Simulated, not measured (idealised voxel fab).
The name of this process module is voxel local oxidation.
It is cross-section cut that appears here, measuring 170 nm in width, its square cells being 5 nm in size.
Format of a cross-section: grid, square cells. Given as bands. Order: top down. Band: one or more rows of cells.
Per band: top height and bottom height in nm, followed by the left-to-right materials and their widths in nm; "full width" marks a single material spanning edge to edge, "air" marks empty space.
Note: height 0 marks the level under which the wafer is uniformly one material as received. Lowest band unbounded below, written "0 down".
Width "30..40": first value at the band's top row of cells, second value at its bottom row, equal change from row to row.
When a step is marked "remained unchanged", none of the cells in the cross-section changed during that step.
Look at "Closed void listing" for the closed voids: empty spaces with no open path to the top, sized 8 cells or up. Each is width x height at distance, distance from the left edge, all nm.
On a step's line, text after the settings is the simulator commenting on that step.
Steps that use a mask can have "overlay nm" on their line. It says how far the mask sat to the right of where it was meant to be. Negative means to the left.
The following list gives the planned process steps:
- 1: op RECEIVE | material Si
- 2: op OXIDIZE | depth nm 5
- 3: op CONFORMAL_DEP | material SiN | thk nm 10
- 4: op MASKED_ETCH | tone cover | mask id ACTIVE | width nm 100 | etch materials SiN | depth nm 10 | overlay nm 0
- 5: op SELECTIVE_ETCH | etch materials SiO2 | depth nm 5
- 6: op OXIDIZE | depth nm 10
- 7: op STRIP | etch materials SiN
Incoming wafer in cross-section (state: after step 1):
    0 down  Si full width
    Closed void listing: none
Cross-section, first of two wafers, end of module, run as planned:
    0 to -5  40 of air; 90 of SiO2; 40 of air
    -5 to -15  50 of SiO2; 70 of Si; 50 of SiO2
    -15 down  Si full width
    Closed void listing: none
So this is wafer number two of the two, cut at the end of the module - it started where the first did and had the same plan, we just got one thing wrong running it:
    -5 to -15  SiO2 full width
    -15 down  Si full width
    Closed void listing: none
The plan and the run diverged here: yeah, step 3 of the plan got skipped, never ran
FYI, end of process, the second wafer has more or fewer cells of some materials than the first: 28 fewer of Si, 10 more of SiO2
